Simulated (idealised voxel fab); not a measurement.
You're looking at the process module voxel released beams.
In the cross-section labelled cut, the width is 290 nm and each square cell is 5 nm.
The cross-sections in this document take the form of a grid made of square cells. They are written out as bands, in order from top to bottom. Each band consists of one or more rows of cells.
Read a band's entry like this: the first values are the height of its top and the height of its bottom in nm, and what follows is the sequence of materials from left to right, each with its width in nm. Note that "air" is empty space, and that a single material marked "all across" reaches across the band from edge to edge.
Below 0: as-received wafer, all one material; heights counted from there. Lowest band: no bottom, goes on down, written "0..down".
The width entry "30..40" should be interpreted row by row: the top row of cells in the band takes the first number, the bottom row takes the second number, and the change between adjacent rows is uniform throughout.
"nothing was modified" (step): cross-section cells unchanged, all of them.
This entry, "Closed void inventory", enumerates those empty regions of no fewer than 8 cells that possess no open connection to the top. Each region is reported in the form width x height at distance, the distance being taken from the left edge, with all three quantities expressed in nm.
after a step's settings: what the simulator itself notes on the step
A step line may carry the setting "overlay nm", which, for steps involving a mask, states the distance by which the mask lay to the right of its intended position; negative values denote displacement to the left.

### The steps planned for the process are as follows
1,RECEIVE [material Si]
2,CONFORMAL_DEP [material SiN] [thk nm 10]
3,DIRECTIONAL_DEP [material SiO2] [thk nm 10]
4,PATTERN [tone open] [mask id ANCHOR] [material resist] [width nm 25] [thk nm 15] [overlay nm 0]
5,DIRECTIONAL_ETCH [etch materials SiO2] [depth nm 10]
6,STRIP [etch materials resist]
7,CONFORMAL_DEP [material W] [thk nm 10]
8,PATTERN [tone cover] [mask id BEAM] [material resist] [width nm 75] [thk nm 15] [overlay nm -15]
9,DIRECTIONAL_ETCH [etch materials W] [depth nm 10]
10,STRIP [etch materials resist]
11,STRIP [etch materials SiO2]
The wafers in this document start out alike and differ in the overlay nm applied at step 8; the plan shows the value used for the first wafer.

### Cut through the first of several wafers as received, post step 1
- 0..down: Si all across
- Closed void inventory: none

### Every row in this table is a wafer at the end of the module, and it gives, for each of the materials, the cells that wafer has gained (+) or lost (-) since it was received, then its closed voids
overlay nm -15, +116 SiN, +38 W, Closed void inventory: none
overlay nm -10, +116 SiN, +38 W, Closed void inventory: none
overlay nm -5, +116 SiN, +38 W, Closed void inventory: none
overlay nm 0, +116 SiN, +38 W, Closed void inventory: none
overlay nm 5, +116 SiN, +38 W, Closed void inventory: none
overlay nm 10, +116 SiN, +38 W, Closed void inventory: none
overlay nm 15, +116 SiN, +38 W, Closed void inventory: none
